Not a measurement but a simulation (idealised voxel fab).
process module | voxel self aligned vias
cross-section cut | 295 nm wide | cells 5 nm
A cross-section is a grid of square cells, given in bands from the top down. A band is one or more rows of cells.
Each band's line starts with the height of the band's top and of its bottom, in nm. Then come its materials from left to right, each with its width in nm. One material with "throughout" fills the band from edge to edge. "air" is empty space.
Height 0 is the level under which the wafer as received is all one material. The lowest band goes on downwards, as in "0 down".
A width such as "30 to 40" changes by the same amount from each row of cells to the next, from the band's top row to its bottom row.
"no change" after a step means that no cell of the cross-section changed.
closed voids: empty space of 8 cells or more with no open way to the top, each as width x height at its distance from the left edge, in nm
after a step's settings: what the simulator itself notes on the step
overlay nm, on a step with a mask: how far to the right of its planned place the mask lay; to the left if negative
plan
1 op RECEIVE | material Si
2 op CONFORMAL_DEP | material SiO2 | thk nm 15
3 op CONFORMAL_DEP | material SiCN | thk nm 5
4 op DIRECTIONAL_DEP | material lowk | thk nm 25
5 op DIRECTIONAL_DEP | material aC | thk nm 15
6 op PATTERN | tone open | mask id LINES | material resist | width nm 25 | pitch nm 60 | thk nm 30 | overlay nm 0
7 op DIRECTIONAL_ETCH | etch materials aC | depth nm 15
8 op STRIP | etch materials resist
9 op DIRECTIONAL_ETCH | etch materials lowk | depth nm 25
10 op STRIP | etch materials aC
11 op CONFORMAL_DEP | material TiN | thk nm 5
12 op FILL_DEP | material Ru | thk nm 10
13 op CMP | height nm 45
14 op SELECTIVE_ETCH | etch materials W Ru TiN | depth nm 5
15 op FILL_DEP | material SiN | thk nm 5
16 op CMP | height nm 45
17 op DIRECTIONAL_DEP | material lowk | thk nm 15
18 op PATTERN | tone open | mask id VIAS | material resist | width nm 45 | pitch nm 60 | thk nm 15 | overlay nm 0
19 op DIRECTIONAL_ETCH | etch materials lowk | depth nm 15
20 op DIRECTIONAL_ETCH | etch materials SiN | depth nm 5
21 op STRIP | etch materials resist
22 op CONFORMAL_DEP | material TiN | thk nm 5
23 op FILL_DEP | material Ru | thk nm 10
24 op CMP | height nm 60
25 op CONFORMAL_DEP | material SiN | thk nm 5
as received, after step 1
  0 down: Si throughout
  closed voids: none
first wafer at the end, as planned
  65 to 60: SiN throughout
  60 to 50: lowk 65 | TiN 5 | Ru 35 | TiN 5 | lowk 15 | TiN 5 | Ru 35 | TiN 5 | lowk 15 | TiN 5 | Ru 35 | TiN 5 | lowk 65
  50 to 45: lowk 65 | TiN 15 | Ru 15 | TiN 15 | lowk 15 | TiN 15 | Ru 15 | TiN 15 | lowk 15 | TiN 15 | Ru 15 | TiN 15 | lowk 65
  45 to 40: lowk 75 | TiN 25 | lowk 35 | TiN 25 | lowk 35 | TiN 25 | lowk 75
  40 to 25: lowk 75 | TiN 5 | Ru 15 | TiN 5 | lowk 35 | TiN 5 | Ru 15 | TiN 5 | lowk 35 | TiN 5 | Ru 15 | TiN 5 | lowk 75
  25 to 20: lowk 75 | TiN 25 | lowk 35 | TiN 25 | lowk 35 | TiN 25 | lowk 75
  20 to 15: SiCN throughout
  15 to 0: SiO2 throughout
  0 down: Si throughout
  closed voids: none
second wafer at the end: like start, like plan, one mistake
  65 to 60: SiN throughout
  60 to 45: lowk 65 | TiN 5 | Ru 35 | TiN 5 | lowk 15 | TiN 5 | Ru 35 | TiN 5 | lowk 15 | TiN 5 | Ru 35 | TiN 5 | lowk 65
  45 to 40: SiN 65 | TiN 45 | SiN 15 | TiN 45 | SiN 15 | TiN 45 | SiN 65
  40 to 20: lowk 75 | TiN 5 | Ru 15 | TiN 5 | lowk 35 | TiN 5 | Ru 15 | TiN 5 | lowk 35 | TiN 5 | Ru 15 | TiN 5 | lowk 75
  20 to 15: lowk 75 | TiN 25 | lowk 35 | TiN 25 | lowk 35 | TiN 25 | lowk 75
  15 to 0: SiO2 throughout
  0 down: Si throughout
  closed voids: none
what went wrong: step 3 was left out
at the end the second wafer has, in cells: 21 more of Ru | 59 fewer of SiCN | 32 more of SiN | 6 more of TiN
